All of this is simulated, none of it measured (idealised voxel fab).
The following process module bears the name voxel spacer lines.
180 nm wide, 5 nm square cells: that's cross-section cut.
When this document writes out a cross-section, it uses a grid of square cells and lists it as bands, beginning at the top and moving down, with a band standing for one or more rows of cells.
This entry defines a band. It first specifies the height of the band's top and the height of its bottom in nm, and then specifies the band's materials from left to right, stating each material with its width in nm. The word "full width" identifies a single material that fills the band from edge to edge, while the word "air" identifies empty space.
A quick word on heights: they are counted from 0, and under that level the wafer as it came to us is one material throughout. The lowest band is different from the rest in having no bottom; it simply continues downward, written as in "0 down".
It should be noted that a width expressed as "30..40" varies in equal increments from row to row of cells within the band, taking the value of the first number at the top row and that of the second number at the bottom row.
"changes: none" (step): cross-section cells unchanged, all of them.
Look at "Enclosed void list" for the closed voids: empty spaces with no open path to the top, sized 8 cells or up. Each is width x height at distance, distance from the left edge, all nm.
The remark found on a step's line after its settings is issued by the simulator itself and pertains to that step.
You can add "overlay nm" to a step's line. For a step with a mask, it describes how far the mask lay to the right of its planned position, and a negative number describes a lay to the left.
### Planned step list for the process
1. RECEIVE,material Si
2. CONFORMAL_DEP,material Al2O3,thk nm 5
3. DIRECTIONAL_DEP,material TiN,thk nm 15
4. DIRECTIONAL_DEP,material polySi,thk nm 25
5. PATTERN,tone cover,mask id MANDREL,material resist,width nm 25,pitch nm 80,thk nm 30,overlay nm 0
6. DIRECTIONAL_ETCH,etch materials polySi,depth nm 25
7. STRIP,etch materials resist
8. CONFORMAL_DEP,material SiO2,thk nm 15
9. DIRECTIONAL_ETCH,etch materials SiO2,depth nm 15
10. STRIP,etch materials polySi
11. DIRECTIONAL_ETCH,etch materials TiN,depth nm 15
12. STRIP,etch materials SiO2
### Received-state cross-section, reflecting completion of step 1
- 0 down  Si full width
- Enclosed void list: none
### Cross-section: first of two wafers, module finished, run according to plan
- 20 to 5  20 nm air  15 nm TiN  25 nm air  15 nm TiN  25 nm air  15 nm TiN  25 nm air  15 nm TiN  25 nm air
- 5 to 0  Al2O3 full width
- 0 down  Si full width
- Enclosed void list: none
### Same start, same plan as the first wafer - but one mistake in the run. Cross-section of the second of the two at the end of the module
- 20 to 5  20 nm air  55 nm TiN  25 nm air  55 nm TiN  25 nm air
- 5 to 0  Al2O3 full width
- 0 down  Si full width
- Enclosed void list: none
What went wrong in running the wafer? step 10 ran in the slot meant for step 11, and vice versa
Cell-count delta at end, second wafer over first, by material: 30 more of TiN
